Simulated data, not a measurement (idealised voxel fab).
Module name: voxel wiring stack (process module)
Square cell edge 5 nm, section width 225 nm, ID cut.
We lay out every cross-section as a grid of square cells and spell it out in bands from the top down, where one band means one or more rows of cells.
Per band: top height and bottom height in nm, followed by the left-to-right materials and their widths in nm; "edge to edge" marks a single material spanning edge to edge, "blank" marks empty space.
A quick word on heights: they are counted from 0, and under that level the wafer as it came to us is one material throughout. The lowest band is different from the rest in having no bottom; it simply continues downward, written as in "0 nm and below".
A width given as "30->40" starts at the first number in the band's top row and ends at the second number in its bottom row, shifting by an equal amount at every step from row to row.
Where the words "no change" appear for a step, the cross-section shows no cell changed by that step; every cell remained as before.
So "Sealed-off cavities" is basically the list of trapped voids: any empty space of 8 cells or more that can't reach the top through an opening. They're written width x height at distance, the distance being from the left edge, and it's all nm.
What comes after the settings on a step's line is commentary from the simulator itself on that step.
You can add "overlay nm" to a step's line. For a step with a mask, it describes how far the mask lay to the right of its planned position, and a negative number describes a lay to the left.

# Planned step list for the process
- 1: RECEIVE: material Si
- 2: CONFORMAL_DEP: material SiO2, thk nm 10
- 3: DIRECTIONAL_DEP: material TiN, thk nm 5
- 4: DIRECTIONAL_DEP: material Ru, thk nm 15
- 5: PATTERN: tone cover, mask id METAL_1, material resist, width nm 25, pitch nm 45, thk nm 20, overlay nm 0
- 6: DIRECTIONAL_ETCH: etch materials Ru, depth nm 15
- 7: DIRECTIONAL_ETCH: etch materials TiN, depth nm 5
- 8: STRIP: etch materials resist
- 9: FILL_DEP: material lowk, thk nm 5
- 10: CMP: height nm 30
- 11: CONFORMAL_DEP: material SiCN, thk nm 5
- 12: DIRECTIONAL_DEP: material lowk, thk nm 30
- 13: MASKED_ETCH: tone open, mask id METAL_2_HOLES, width nm 15, pitch nm 45, etch materials lowk, depth nm 30, overlay nm 0
- 14: MASKED_ETCH: tone open, mask id METAL_2, width nm 25, pitch nm 45, etch materials lowk, depth nm 20, overlay nm 0
- 15: MASKED_ETCH: tone open, mask id METAL_2, width nm 25, pitch nm 45, etch materials SiCN, depth nm 5, overlay nm 0
- 16: CONFORMAL_DEP: material TiN, thk nm 5
- 17: FILL_DEP: material Cu, thk nm 5
- 18: CMP: height nm 65
- 19: CONFORMAL_DEP: material SiN, thk nm 5

# Wafer at receipt (post step 1), cross-section
* 0 nm and below | Si edge to edge
* Sealed-off cavities: none

# Looking at the first of two wafers in cross-section at end of module - ran to plan
* 70 nm to 65 nm | SiN edge to edge
* 65 nm to 50 nm | lowk=55  TiN=5  Cu=15  TiN=5  lowk=20  TiN=5  Cu=15  TiN=5  lowk=20  TiN=5  Cu=15  TiN=5  lowk=55
* 50 nm to 45 nm | lowk=55  TiN=5  Cu=5  TiN=15  lowk=20  TiN=5  Cu=5  TiN=15  lowk=20  TiN=5  Cu=5  TiN=15  lowk=55
* 45 nm to 35 nm | lowk=55  TiN=5  Cu=5  TiN=5  lowk=30  TiN=5  Cu=5  TiN=5  lowk=30  TiN=5  Cu=5  TiN=5  lowk=65
* 35 nm to 30 nm | SiCN=55  TiN=15  SiCN=30  TiN=15  SiCN=30  TiN=15  SiCN=65
* 30 nm to 15 nm | lowk=55  Ru=25  lowk=20  Ru=25  lowk=20  Ru=25  lowk=55
* 15 nm to 10 nm | lowk=55  TiN=25  lowk=20  TiN=25  lowk=20  TiN=25  lowk=55
* 10 nm to 0 nm | SiO2 edge to edge
* 0 nm and below | Si edge to edge
* Sealed-off cavities: none

# second wafer at the end: like start, like plan, one mistake
* 70 nm to 65 nm | SiN edge to edge
* 65 nm to 50 nm | lowk=55  TiN=5  Cu=5  TiN=5  lowk=30  TiN=5  Cu=5  TiN=5  lowk=30  TiN=5  Cu=5  TiN=5  lowk=65
* 50 nm to 45 nm | lowk=55  TiN=15  lowk=30  TiN=15  lowk=30  TiN=15  lowk=65
* 45 nm to 35 nm | lowk edge to edge
* 35 nm to 30 nm | SiCN edge to edge
* 30 nm to 15 nm | lowk=55  Ru=25  lowk=20  Ru=25  lowk=20  Ru=25  lowk=55
* 15 nm to 10 nm | lowk=55  TiN=25  lowk=20  TiN=25  lowk=20  TiN=25  lowk=55
* 10 nm to 0 nm | SiO2 edge to edge
* 0 nm and below | Si edge to edge
* Sealed-off cavities: none
what went wrong: in the plan, step 12 was performed twice
In the final state, the cell counts of the second wafer exceed or fall short of those of the first for the following materials: Cu -27, SiCN +9, TiN -24, lowk +42
